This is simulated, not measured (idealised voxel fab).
The name of this process module is voxel fin reveal.
Section cut is 180 nm wide and gridded with 5 nm square cells.
For the purposes of this document, a cross-section shall be understood as a grid of square cells, specified as bands listed in top-to-bottom order, each band consisting of one or more rows of cells.
It is stipulated that each band's entry specify, in nanometres, the height of the top of the band and then that of its bottom, followed by the materials of the band in left-to-right sequence, each together with its width in nanometres. A single material marked by the word "full width" is understood to fill the band from edge to edge; the word "air" is understood to denote empty space.
The level at which height equals 0 is the one under which the wafer, as it arrives, is entirely one material. No lower edge exists for the bottom band, which continues downward and is notated as in "top 0, no bottom".
Top row gets the first number, bottom row gets the second, and each row in between changes by the same step: that is how a band width like "30->40" works.
"same as before", as given for a step, is the statement that not any cell of the cross-section underwent a change during that step.
Enclosed voids (no open way to top), threshold 8 cells or more, entry "Completely sealed voids", notation width x height at distance, distance from left edge, nm.
On each step's line, the part that comes after the settings is the simulator's own comment on the step.
The "overlay nm" setting may appear on a step's line; for a step that uses a mask, it gives how far to the right of its planned position the mask lay, and a negative value indicates the left.
The following list gives the planned process steps:
1 RECEIVE [material Si]
2 CONFORMAL_DEP [material SiN] [thk nm 10]
3 DIRECTIONAL_DEP [material aC] [thk nm 10]
4 PATTERN [tone cover] [mask id FINS] [material resist] [width nm 15] [pitch nm 35] [thk nm 30] [overlay nm 0]
5 DIRECTIONAL_ETCH [etch materials aC] [depth nm 10]
6 STRIP [etch materials resist]
7 DIRECTIONAL_ETCH [etch materials SiN] [depth nm 10]
8 DIRECTIONAL_ETCH [etch materials Si] [depth nm 40]
9 STRIP [etch materials aC]
10 FILL_DEP [material SiO2] [thk nm 5]
11 CMP [height nm 10]
12 SELECTIVE_ETCH [etch materials SiO2] [depth nm 25]
13 STRIP [etch materials SiN]
14 CONFORMAL_DEP [material SiO2] [thk nm 5]
Step 1 complete: cross-section of the wafer as received:
    top 0, no bottom = Si full width
    Completely sealed voids: none
Figure: cross-sectional view of the wafer upon completion of the module, processed from the initial state and according to the plan depicted above, with one error introduced during execution:
    top 5, bottom 0 = air=50 | SiO2=25 | air=10 | SiO2=25 | air=10 | SiO2=25 | air=35
    top 0, bottom -10 = air=50 | SiO2=5 | Si=15 | SiO2=5 | air=10 | SiO2=5 | Si=15 | SiO2=5 | air=10 | SiO2=5 | Si=15 | SiO2=5 | air=35
    top -10, bottom -40 = SiO2=55 | Si=15 | SiO2=20 | Si=15 | SiO2=20 | Si=15 | SiO2=40
    top -40, no bottom = Si full width
    Completely sealed voids: none
Deviation from plan: step 4 ran as: PATTERN [tone cover] [mask id FINS] [material resist] [width nm 15] [pitch nm 35] [thk nm 30] [overlay nm 10]
